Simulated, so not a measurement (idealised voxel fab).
process module | voxel air gaps
cross-section cut | 285 nm wide | cells 5 nm
A cross-section is a grid of square cells, given in bands from the top down. A band is one or more rows of cells.
Each band's line starts with the height of the band's top and of its bottom, in nm. Then come its materials from left to right, each with its width in nm. One material with "throughout" fills the band from edge to edge. "air" is empty space.
Height 0 is the level under which the wafer as received is all one material. The lowest band goes on downwards, as in "0 down".
A width such as "30 to 40" changes by the same amount from each row of cells to the next, from the band's top row to its bottom row.
"no change" after a step means that no cell of the cross-section changed.
closed voids: empty space of 8 cells or more with no open way to the top, each as width x height at its distance from the left edge, in nm
after a step's settings: what the simulator itself notes on the step
overlay nm, on a step with a mask: how far to the right of its planned place the mask lay; to the left if negative
plan
1 op RECEIVE | material Si
2 op CONFORMAL_DEP | material SiO2 | thk nm 10
3 op CONFORMAL_DEP | material SiN | thk nm 5
4 op DIRECTIONAL_DEP | material SiO2 | thk nm 30
5 op DIRECTIONAL_DEP | material aC | thk nm 15
6 op PATTERN | tone open | mask id LINES | material resist | width nm 25 | pitch nm 50 | thk nm 30 | overlay nm 0
7 op DIRECTIONAL_ETCH | etch materials aC | depth nm 15
8 op STRIP | etch materials resist
9 op DIRECTIONAL_ETCH | etch materials SiO2 | depth nm 30
10 op STRIP | etch materials aC
11 op CONFORMAL_DEP | material TiN | thk nm 5
12 op FILL_DEP | material Cu | thk nm 5
13 op CMP | height nm 45
14 op EPI | material Ru | thk nm 10
15 op SELECTIVE_ETCH | etch materials SiO2 | depth nm 40
16 op CONFORMAL_DEP | material SiN | thk nm 5
first wafer, as planned
as received, after step 1
  0 down: Si throughout
  closed voids: none
after step 2
  10 to 0: SiO2 throughout
  below 0: unchanged
after step 3
  15 to 10: SiN throughout
  below 10: unchanged
after step 4
  45 to 15: SiO2 throughout
  below 15: unchanged
after step 5
  60 to 45: aC throughout
  below 45: unchanged
after step 6
  90 to 60: resist 55 | air 25 | resist 25 | air 25 | resist 25 | air 25 | resist 25 | air 25 | resist 55
  below 60: unchanged
after step 7
  75 to 60: resist 55 | air 25 | resist 25 | air 25 | resist 25 | air 25 | resist 25 | air 25 | resist 55
  60 to 45: aC 55 | air 25 | aC 25 | air 25 | aC 25 | air 25 | aC 25 | air 25 | aC 55
  below 45: unchanged
after step 8
  60 to 45: aC 55 | air 25 | aC 25 | air 25 | aC 25 | air 25 | aC 25 | air 25 | aC 55
  below 45: unchanged
after step 9
  60 to 45: aC 55 | air 25 | aC 25 | air 25 | aC 25 | air 25 | aC 25 | air 25 | aC 55
  45 to 15: SiO2 55 | air 25 | SiO2 25 | air 25 | SiO2 25 | air 25 | SiO2 25 | air 25 | SiO2 55
  below 15: unchanged
after step 10
  45 to 15: SiO2 55 | air 25 | SiO2 25 | air 25 | SiO2 25 | air 25 | SiO2 25 | air 25 | SiO2 55
  below 15: unchanged
after step 11
  50 to 45: TiN 60 | air 15 | TiN 35 | air 15 | TiN 35 | air 15 | TiN 35 | air 15 | TiN 60
  45 to 20: SiO2 55 | TiN 5 | air 15 | TiN 5 | SiO2 25 | TiN 5 | air 15 | TiN 5 | SiO2 25 | TiN 5 | air 15 | TiN 5 | SiO2 25 | TiN 5 | air 15 | TiN 5 | SiO2 55
  20 to 15: SiO2 55 | TiN 25 | SiO2 25 | TiN 25 | SiO2 25 | TiN 25 | SiO2 25 | TiN 25 | SiO2 55
  below 15: unchanged
after step 12
  55 to 50: Cu throughout
  50 to 45: TiN 60 | Cu 15 | TiN 35 | Cu 15 | TiN 35 | Cu 15 | TiN 35 | Cu 15 | TiN 60
  45 to 20: SiO2 55 | TiN 5 | Cu 15 | TiN 5 | SiO2 25 | TiN 5 | Cu 15 | TiN 5 | SiO2 25 | TiN 5 | Cu 15 | TiN 5 | SiO2 25 | TiN 5 | Cu 15 | TiN 5 | SiO2 55
  below 20: unchanged
after step 13
  45 to 20: SiO2 55 | TiN 5 | Cu 15 | TiN 5 | SiO2 25 | TiN 5 | Cu 15 | TiN 5 | SiO2 25 | TiN 5 | Cu 15 | TiN 5 | SiO2 25 | TiN 5 | Cu 15 | TiN 5 | SiO2 55
  below 20: unchanged
after step 14
  55 to 45: air 45 | Ru 45 | air 5 | Ru 45 | air 5 | Ru 45 | air 5 | Ru 45 | air 45
  below 45: unchanged
after step 15
  55 to 45: air 45 | Ru 45 | air 5 | Ru 45 | air 5 | Ru 45 | air 5 | Ru 45 | air 45
  45 to 20: air 55 | TiN 5 | Cu 15 | TiN 5 | air 25 | TiN 5 | Cu 15 | TiN 5 | air 25 | TiN 5 | Cu 15 | TiN 5 | air 25 | TiN 5 | Cu 15 | TiN 5 | air 55
  20 to 15: air 55 | TiN 25 | air 25 | TiN 25 | air 25 | TiN 25 | air 25 | TiN 25 | air 55
  below 15: unchanged
after step 16
  60 to 55: air 40 | SiN 205 | air 40
  55 to 45: air 40 | SiN 5 | Ru 45 | SiN 5 | Ru 45 | SiN 5 | Ru 45 | SiN 5 | Ru 45 | SiN 5 | air 40
  45 to 40: air 40 | SiN 15 | TiN 5 | Cu 15 | TiN 5 | SiN 25 | TiN 5 | Cu 15 | TiN 5 | SiN 25 | TiN 5 | Cu 15 | TiN 5 | SiN 25 | TiN 5 | Cu 15 | TiN 5 | SiN 15 | air 40
  40 to 20: air 50 | SiN 5 | TiN 5 | Cu 15 | TiN 5 | SiN 5 | air 15 | SiN 5 | TiN 5 | Cu 15 | TiN 5 | SiN 5 | air 15 | SiN 5 | TiN 5 | Cu 15 | TiN 5 | SiN 5 | air 15 | SiN 5 | TiN 5 | Cu 15 | TiN 5 | SiN 5 | air 50
  20 to 15: SiN 55 | TiN 25 | SiN 25 | TiN 25 | SiN 25 | TiN 25 | SiN 25 | TiN 25 | SiN 55
  below 15: unchanged
  closed voids: 15 x 20 at 85; 15 x 20 at 135; 15 x 20 at 185
second wafer: like start, like plan, one mistake. Through step 15 it matches the first wafer
when step 16 should have ended
  60 to 55: air 40 | aC 205 | air 40
  55 to 45: air 40 | aC 5 | Ru 45 | aC 5 | Ru 45 | aC 5 | Ru 45 | aC 5 | Ru 45 | aC 5 | air 40
  45 to 40: air 40 | aC 15 | TiN 5 | Cu 15 | TiN 5 | aC 25 | TiN 5 | Cu 15 | TiN 5 | aC 25 | TiN 5 | Cu 15 | TiN 5 | aC 25 | TiN 5 | Cu 15 | TiN 5 | aC 15 | air 40
  40 to 20: air 50 | aC 5 | TiN 5 | Cu 15 | TiN 5 | aC 5 | air 15 | aC 5 | TiN 5 | Cu 15 | TiN 5 | aC 5 | air 15 | aC 5 | TiN 5 | Cu 15 | TiN 5 | aC 5 | air 15 | aC 5 | TiN 5 | Cu 15 | TiN 5 | aC 5 | air 50
  20 to 15: aC 55 | TiN 25 | aC 25 | TiN 25 | aC 25 | TiN 25 | aC 25 | TiN 25 | aC 55
  below 15: unchanged
  closed voids: 15 x 20 at 85; 15 x 20 at 135; 15 x 20 at 185
what went wrong: step 16 ran as: op CONFORMAL_DEP | material aC | thk nm 5
at the end the second wafer has, in cells: 141 fewer of SiN | 141 more of aC
